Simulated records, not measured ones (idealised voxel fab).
The following process module bears the name voxel quadruple lines.
Displayed cross-section: cut, width of 150 nm, square cells sized 5 nm.
Notation: cross-section as square-cell grid; stated in bands, top first, going down; one or more cell rows per band. Heights first: top, then bottom, in nm. Then materials, left to right, each with a width in nm. "all across" on a single material: fills the band edge to edge. "blank": empty space. Heights are expressed relative to 0, this being the level below which the as-received wafer comprises one material exclusively. The lowest band is unbounded in the downward direction and is denoted as in "from 0 down". The notation "30->40" denotes a width that varies across the rows of cells in the band, beginning at the first number in the top row, finishing at the second number in the bottom row, and changing by an identical amount from each row to the next. It should be understood that the words "stayed the same", when stated for a given step, signify that the cross-section underwent no change in any of its cells during that step. Entry "Closed voids list" = empty spaces >= 8 cells with no open way to the top; each as width x height at distance, distance from left edge, all nm. Whatever follows a step's settings on its line is a remark the simulator itself makes about that step. overlay nm: step with mask; distance mask lay right of planned place; negative value = left of planned place.
[Planned process steps]
1: RECEIVE [material Si]
2: CONFORMAL_DEP [material Al2O3] [thk nm 10]
3: DIRECTIONAL_DEP [material W] [thk nm 10]
4: DIRECTIONAL_DEP [material polySi] [thk nm 20]
5: DIRECTIONAL_DEP [material aC] [thk nm 20]
6: PATTERN [tone cover] [mask id MANDREL] [material resist] [width nm 30] [thk nm 30] [overlay nm 0]
7: DIRECTIONAL_ETCH [etch materials aC] [depth nm 20]
8: STRIP [etch materials resist]
9: CONFORMAL_DEP [material SiO2] [thk nm 10]
10: DIRECTIONAL_ETCH [etch materials SiO2] [depth nm 10]
11: STRIP [etch materials aC]
12: DIRECTIONAL_ETCH [etch materials polySi] [depth nm 20]
13: STRIP [etch materials SiO2]
14: CONFORMAL_DEP [material SiCN] [thk nm 10]
15: DIRECTIONAL_ETCH [etch materials SiCN] [depth nm 10]
16: STRIP [etch materials polySi]
17: DIRECTIONAL_ETCH [etch materials W] [depth nm 10]
18: STRIP [etch materials SiCN]
[First of two wafers - as planned]
[Incoming wafer in cross-section (state: after step 1)]
    from 0 down: Si all across
    Closed voids list: none
[Cross-section of the wafer after step 2]
    from 10 to 0: Al2O3 all across
    All layers under 0 are left as they were.
[Cross-section of the wafer after step 3]
    from 20 to 10: W all across
    All layers under 10 are left as they were.
[Cross-section of the wafer after step 4]
    from 40 to 20: polySi all across
    All layers under 20 are left as they were.
[Cross-section of the wafer after step 5]
    from 60 to 40: aC all across
    All layers under 40 are left as they were.
[Cross-section of the wafer after step 6]
    from 90 to 60: blank: 60; resist: 30; blank: 60
    All layers under 60 are left as they were.
[Cross-section of the wafer after step 7]
    from 70 to 60: blank: 60; resist: 30; blank: 60
    from 60 to 40: blank: 60; aC: 30; blank: 60
    All layers under 40 are left as they were.
[Cross-section of the wafer after step 8]
    from 60 to 40: blank: 60; aC: 30; blank: 60
    All layers under 40 are left as they were.
[Cross-section of the wafer after step 9]
    from 70 to 60: blank: 50; SiO2: 50; blank: 50
    from 60 to 50: blank: 50; SiO2: 10; aC: 30; SiO2: 10; blank: 50
    from 50 to 40: SiO2: 60; aC: 30; SiO2: 60
    All layers under 40 are left as they were.
[Cross-section of the wafer after step 10]
    from 60 to 40: blank: 50; SiO2: 10; aC: 30; SiO2: 10; blank: 50
    All layers under 40 are left as they were.
[Cross-section of the wafer after step 11]
    from 60 to 40: blank: 50; SiO2: 10; blank: 30; SiO2: 10; blank: 50
    All layers under 40 are left as they were.
[Cross-section of the wafer after step 12]
    from 60 to 40: blank: 50; SiO2: 10; blank: 30; SiO2: 10; blank: 50
    from 40 to 20: blank: 50; polySi: 10; blank: 30; polySi: 10; blank: 50
    All layers under 20 are left as they were.
[Cross-section of the wafer after step 13]
    from 40 to 20: blank: 50; polySi: 10; blank: 30; polySi: 10; blank: 50
    All layers under 20 are left as they were.
[Cross-section of the wafer after step 14]
    from 50 to 40: blank: 40; SiCN: 30; blank: 10; SiCN: 30; blank: 40
    from 40 to 30: blank: 40; SiCN: 10; polySi: 10; SiCN: 10; blank: 10; SiCN: 10; polySi: 10; SiCN: 10; blank: 40
    from 30 to 20: SiCN: 50; polySi: 10; SiCN: 30; polySi: 10; SiCN: 50
    All layers under 20 are left as they were.
[Cross-section of the wafer after step 15]
    from 40 to 20: blank: 40; SiCN: 10; polySi: 10; SiCN: 10; blank: 10; SiCN: 10; polySi: 10; SiCN: 10; blank: 40
    All layers under 20 are left as they were.
[Cross-section of the wafer after step 16]
    from 40 to 20: blank: 40; SiCN: 10; blank: 10; SiCN: 10; blank: 10; SiCN: 10; blank: 10; SiCN: 10; blank: 40
    All layers under 20 are left as they were.
[Cross-section of the wafer after step 17]
    from 40 to 20: blank: 40; SiCN: 10; blank: 10; SiCN: 10; blank: 10; SiCN: 10; blank: 10; SiCN: 10; blank: 40
    from 20 to 10: blank: 40; W: 10; blank: 10; W: 10; blank: 10; W: 10; blank: 10; W: 10; blank: 40
    All layers under 10 are left as they were.
[Cross-section of the wafer after step 18]
    from 20 to 10: blank: 40; W: 10; blank: 10; W: 10; blank: 10; W: 10; blank: 10; W: 10; blank: 40
    All layers under 10 are left as they were.
[The remaining wafer, second of the two, started like the first and was run to the same plan, except that one mistake was made along the way; the two coincide through step 1, inclusive]
[X-section, second wafer, when step 2 was due to finish]
    from 10 to 0: W all across
    All layers under 0 are left as they were.
[X-section, second wafer, when step 3 was due to finish]
    from 20 to 10: Al2O3 all across
    All layers under 10 are left as they were.
[X-section, second wafer, when step 4 was due to finish]
    from 40 to 20: polySi all across
    All layers under 20 are left as they were.
[X-section, second wafer, when step 5 was due to finish]
    from 60 to 40: aC all across
    All layers under 40 are left as they were.
[X-section, second wafer, when step 6 was due to finish]
    from 90 to 60: blank: 60; resist: 30; blank: 60
    All layers under 60 are left as they were.
[X-section, second wafer, when step 7 was due to finish]
    from 70 to 60: blank: 60; resist: 30; blank: 60
    from 60 to 40: blank: 60; aC: 30; blank: 60
    All layers under 40 are left as they were.
[X-section, second wafer, when step 8 was due to finish]
    from 60 to 40: blank: 60; aC: 30; blank: 60
    All layers under 40 are left as they were.
[X-section, second wafer, when step 9 was due to finish]
    from 70 to 60: blank: 50; SiO2: 50; blank: 50
    from 60 to 50: blank: 50; SiO2: 10; aC: 30; SiO2: 10; blank: 50
    from 50 to 40: SiO2: 60; aC: 30; SiO2: 60
    All layers under 40 are left as they were.
[X-section, second wafer, when step 10 was due to finish]
    from 60 to 40: blank: 50; SiO2: 10; aC: 30; SiO2: 10; blank: 50
    All layers under 40 are left as they were.
[X-section, second wafer, when step 11 was due to finish]
    from 60 to 40: blank: 50; SiO2: 10; blank: 30; SiO2: 10; blank: 50
    All layers under 40 are left as they were.
[X-section, second wafer, when step 12 was due to finish]
    from 60 to 40: blank: 50; SiO2: 10; blank: 30; SiO2: 10; blank: 50
    from 40 to 20: blank: 50; polySi: 10; blank: 30; polySi: 10; blank: 50
    All layers under 20 are left as they were.
[X-section, second wafer, when step 13 was due to finish]
    from 40 to 20: blank: 50; polySi: 10; blank: 30; polySi: 10; blank: 50
    All layers under 20 are left as they were.
[X-section, second wafer, when step 14 was due to finish]
    from 50 to 40: blank: 40; SiCN: 30; blank: 10; SiCN: 30; blank: 40
    from 40 to 30: blank: 40; SiCN: 10; polySi: 10; SiCN: 10; blank: 10; SiCN: 10; polySi: 10; SiCN: 10; blank: 40
    from 30 to 20: SiCN: 50; polySi: 10; SiCN: 30; polySi: 10; SiCN: 50
    All layers under 20 are left as they were.
[X-section, second wafer, when step 15 was due to finish]
    from 40 to 20: blank: 40; SiCN: 10; polySi: 10; SiCN: 10; blank: 10; SiCN: 10; polySi: 10; SiCN: 10; blank: 40
    All layers under 20 are left as they were.
[X-section, second wafer, when step 16 was due to finish]
    from 40 to 20: blank: 40; SiCN: 10; blank: 10; SiCN: 10; blank: 10; SiCN: 10; blank: 10; SiCN: 10; blank: 40
    All layers under 20 are left as they were.
X-section, second wafer, when step 17 was due to finish: stayed the same
[X-section, second wafer, when step 18 was due to finish]
    from 20 to 10: Al2O3 all across
    All layers under 10 are left as they were.
Which mistake was made when the wafer was run? the run placed steps 2 and 3 each in the position the plan gave to the other
Once processing is complete, comparing cell counts shows that the second wafer has more or fewer of certain materials than the first: W: 44 more
